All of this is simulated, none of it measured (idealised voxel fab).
process module | voxel ribs on slabs
cross-section cut | 265 nm wide | cells 5 nm
A cross-section is a grid of square cells, given in bands from the top down. A band is one or more rows of cells.
Each band's line starts with the height of the band's top and of its bottom, in nm. Then come its materials from left to right, each with its width in nm. One material with "throughout" fills the band from edge to edge. "air" is empty space.
Height 0 is the level under which the wafer as received is all one material. The lowest band goes on downwards, as in "0 down".
A width such as "30 to 40" changes by the same amount from each row of cells to the next, from the band's top row to its bottom row.
"no change" after a step means that no cell of the cross-section changed.
closed voids: empty space of 8 cells or more with no open way to the top, each as width x height at its distance from the left edge, in nm
after a step's settings: what the simulator itself notes on the step
overlay nm, on a step with a mask: how far to the right of its planned place the mask lay; to the left if negative
plan
1 op RECEIVE | material Si
2 op DIRECTIONAL_DEP | material SiO2 | thk nm 30
3 op DIRECTIONAL_DEP | material SiN | thk nm 20
4 op PATTERN | tone cover | mask id RIB | material resist | width nm 25 | thk nm 15 | overlay nm 0
5 op DIRECTIONAL_ETCH | etch materials SiN | depth nm 5
6 op STRIP | etch materials resist
7 op PATTERN | tone cover | mask id SLAB | material resist | width nm 85 | thk nm 15 | overlay nm 0
8 op DIRECTIONAL_ETCH | etch materials SiN | depth nm 15
9 op STRIP | etch materials resist
10 op FILL_DEP | material SiO2 | thk nm 20
11 op CMP | height nm 60
12 op DIRECTIONAL_DEP | material W | thk nm 5
13 op DIRECTIONAL_DEP | material aC | thk nm 15
14 op PATTERN | tone cover | mask id HEATER | material resist | width nm 35 | thk nm 30 | overlay nm 0
15 op DIRECTIONAL_ETCH | etch materials aC | depth nm 15
16 op STRIP | etch materials resist
17 op DIRECTIONAL_ETCH | etch materials W | depth nm 5
18 op STRIP | etch materials aC
19 op CONFORMAL_DEP | material SiN | thk nm 10
as received, after step 1
  0 down: Si throughout
  closed voids: none
a wafer at the end: this start, this plan, one mistake
  75 to 70: air 105 | SiN 55 | air 105
  70 to 65: SiN throughout
  65 to 60: SiN 115 | W 35 | SiN 115
  60 to 20: SiO2 throughout
  20 to 0: SiN throughout
  0 down: Si throughout
  closed voids: none
what went wrong: steps 2 and 3 were swapped
